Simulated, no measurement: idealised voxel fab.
Process module, titled voxel capacitor over wiring
Cross-section cut: width 220 nm, square cells of 5 nm.
Throughout this document, each cross-section is represented as a grid of square cells and is presented as a sequence of bands enumerated from the top downward, where a band comprises one or more rows of cells.
A band entry consists of two parts. The first gives the height of the band's top and the height of its bottom, in nm. The rest lists the band's materials from left to right, each with its width in nm. A single material labelled with the word "full width" fills the band from edge to edge, and the word "empty" marks empty space.
The level at which height equals 0 is the one under which the wafer, as it arrives, is entirely one material. No lower edge exists for the bottom band, which continues downward and is notated as in "0 and below".
It should be noted that a width expressed as "30 to 40" varies in equal increments from row to row of cells within the band, taking the value of the first number at the top row and that of the second number at the bottom row.
For the purposes of this document, the phrase "nothing changed" attached to a step denotes that no cell within the cross-section was modified by that step.
Listed in "Sealed voids": every empty space of 8 or more cells without an open way to the top. Form: width x height at distance, the distance being from the left edge, all in nm.
after a step's settings: what the simulator itself notes on the step
The setting "overlay nm" may be written on the line of a step. When the step uses a mask, the value reports how far to the right of the planned place the mask lay, and a negative value reports that it lay to the left.
**Process steps foreseen in the plan**
1,RECEIVE: material Si
2,CONFORMAL_DEP: material SiO2, thk nm 10
3,DIRECTIONAL_DEP: material TiN, thk nm 5
4,DIRECTIONAL_DEP: material W, thk nm 15
5,DIRECTIONAL_DEP: material aC, thk nm 10
6,PATTERN: tone cover, mask id METAL_1, material resist, width nm 20, pitch nm 70, thk nm 30, overlay nm 0
7,DIRECTIONAL_ETCH: etch materials aC, depth nm 10
8,STRIP: etch materials resist
9,DIRECTIONAL_ETCH: etch materials W, depth nm 15
10,DIRECTIONAL_ETCH: etch materials TiN, depth nm 5
11,STRIP: etch materials aC
12,CONFORMAL_DEP: material SiCN, thk nm 5
13,FILL_DEP: material SiO2, thk nm 5
14,CMP: height nm 30
15,CONFORMAL_DEP: material SiCN, thk nm 5
16,DIRECTIONAL_DEP: material SiO2, thk nm 15
17,MASKED_ETCH: tone open, mask id PLUG_1, width nm 15, etch materials SiO2, depth nm 15, overlay nm 0
18,MASKED_ETCH: tone open, mask id PLUG_1, width nm 15, etch materials SiCN, depth nm 5, overlay nm 0
19,CONFORMAL_DEP: material TiN, thk nm 5
20,FILL_DEP: material Ru, thk nm 5
21,CMP: height nm 50
22,DIRECTIONAL_DEP: material TiN, thk nm 10
23,DIRECTIONAL_DEP: material HfO2, thk nm 5
24,DIRECTIONAL_DEP: material TiN, thk nm 5
25,PATTERN: tone cover, mask id UPPER_PLATE, material resist, width nm 55, thk nm 15, overlay nm 0
26,DIRECTIONAL_ETCH: etch materials TiN, depth nm 5
27,DIRECTIONAL_ETCH: etch materials HfO2, depth nm 5
28,STRIP: etch materials resist
29,DIRECTIONAL_DEP: material aC, thk nm 10
30,PATTERN: tone cover, mask id LOWER_PLATE, material resist, width nm 65, thk nm 25, overlay nm 0
31,DIRECTIONAL_ETCH: etch materials aC, depth nm 10
32,STRIP: etch materials resist
33,DIRECTIONAL_ETCH: etch materials TiN, depth nm 10
34,STRIP: etch materials aC
35,FILL_DEP: material SiO2, thk nm 15
36,CMP: height nm 80
37,PATTERN: tone open, mask id PLUG_2, material resist, width nm 15, thk nm 20, overlay nm 0
38,DIRECTIONAL_ETCH: etch materials SiO2, depth nm 10
39,STRIP: etch materials resist
40,CONFORMAL_DEP: material TiN, thk nm 5
41,FILL_DEP: material Ru, thk nm 10
42,CMP: height nm 80
43,CONFORMAL_DEP: material SiN, thk nm 5
**Cross-section of the wafer at receipt, which is the condition after step 1**
0 and below: Si full width
Sealed voids: none
**First of two wafers at the end of the module, shown in cross-section; run carried out as planned**
85 down to 80: SiN full width
80 down to 75: SiO2 80, then TiN 5, then Ru 5, then TiN 5, then SiO2 125
75 down to 65: SiO2 80 to 70, then TiN 15 to 55, then SiO2 125 to 95
65 down to 60: SiO2 70, then HfO2 55, then SiO2 95
60 down to 50: SiO2 65, then TiN 65, then SiO2 90
50 down to 35: SiO2 70, then TiN 5, then Ru 5, then TiN 5, then SiO2 135
35 down to 30: SiCN 70, then TiN 15, then SiCN 135
30 down to 15: SiO2 60, then SiCN 5, then W 20, then SiCN 5, then SiO2 40, then SiCN 5, then W 20, then SiCN 5, then SiO2 60
15 down to 10: SiCN 65, then TiN 20, then SiCN 50, then TiN 20, then SiCN 65
10 down to 0: SiO2 full width
0 and below: Si full width
Sealed voids: none
**Cross-section, wafer two of two, end of module: same start and plan as wafer one, one error in execution**
85 down to 80: SiN full width
80 down to 75: SiO2 80, then TiN 5, then Ru 5, then TiN 5, then SiO2 125
75 down to 65: SiO2 80 to 75, then TiN 15 to 45, then SiO2 125 to 100
65 down to 60: SiO2 75, then HfO2 45, then SiO2 100
60 down to 50: SiO2 65, then TiN 65, then SiO2 90
50 down to 35: SiO2 70, then TiN 5, then Ru 5, then TiN 5, then SiO2 135
35 down to 30: SiCN 70, then TiN 15, then SiCN 135
30 down to 15: SiO2 60, then SiCN 5, then W 20, then SiCN 5, then SiO2 40, then SiCN 5, then W 20, then SiCN 5, then SiO2 60
15 down to 10: SiCN 65, then TiN 20, then SiCN 50, then TiN 20, then SiCN 65
10 down to 0: SiO2 full width
0 and below: Si full width
Sealed voids: none
What was done differently from what was planned? the process deviated at step 25: the operation and settings actually run there were PATTERN: tone cover, mask id UPPER_PLATE, material resist, width nm 45, thk nm 15, overlay nm 0
Wrapping up, a cell-based count of both wafers puts the second over or under the first for these materials: HfO2 -2; SiO2 +4; TiN -2
